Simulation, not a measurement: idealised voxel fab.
Process module name: voxel double patterning
This is section cut - it's 200 nm across, gridded in 5 nm square cells.
Cross-section format: a grid of square cells, given as bands from top to bottom; each band is one or more rows of cells. In this notation a band is specified by the heights of its top and bottom, in that order and in nm, after which its materials appear from left to right, each paired with its width in nm. The word "everywhere" attached to a single material means that material fills the band from edge to edge; the word "empty" stands for empty space. It should be noted that heights are counted from 0, beneath which the wafer as supplied is of one material throughout, and that the lowest band possesses no lower boundary but continues downward, as written in "0 -> down". Width spec "30..40" -> top row of cells at first value, bottom row at second value, equal per-row change in between. A step reported as "no modification" is a step in which no cell of the cross-section changed. Closed empty spaces (no open way to the top) of 8 cells or more are what "Enclosed voids" lists, each as width x height at distance from the left edge, nm for all three. It should be noted that, on the line of a given step, the content following the step's settings is a remark produced by the simulator itself with respect to that step. overlay nm, on a step with a mask: how far to the right of its planned place the mask lay; to the left if negative.
**Process steps (planned)**
- 1: RECEIVE with material Si
- 2: CONFORMAL_DEP with material SiO2, thk nm 5
- 3: DIRECTIONAL_DEP with material W, thk nm 10
- 4: DIRECTIONAL_DEP with material SiCN, thk nm 10
- 5: DIRECTIONAL_DEP with material aC, thk nm 15
- 6: PATTERN with tone open, mask id FIRST, material resist, width nm 15, pitch nm 50, thk nm 30, overlay nm 0
- 7: DIRECTIONAL_ETCH with etch materials aC, depth nm 15
- 8: STRIP with etch materials resist
- 9: DIRECTIONAL_ETCH with etch materials SiCN, depth nm 10
- 10: STRIP with etch materials aC
- 11: PATTERN with tone open, mask id SECOND, material resist, width nm 15, thk nm 15, overlay nm 0
- 12: DIRECTIONAL_ETCH with etch materials SiCN, depth nm 10
- 13: STRIP with etch materials resist
- 14: DIRECTIONAL_ETCH with etch materials W, depth nm 10
- 15: STRIP with etch materials SiCN
**This is the cross-section of the wafer as we received it, i.e. after step 1**
- 0 -> down = Si everywhere
- Enclosed voids: none
**The plan above was carried out on the starting structure above with one mistake, and this cross-section shows the wafer at the end of the module**
- 15 -> 5 = 65 of W / 15 of empty / 10 of W / 15 of empty / 10 of W / 15 of empty / 70 of W
- 5 -> 0 = aC everywhere
- 0 -> down = Si everywhere
- Enclosed voids: none
Nonconformance to the process plan: step 2 changed vs plan, executed as CONFORMAL_DEP with material aC, thk nm 5
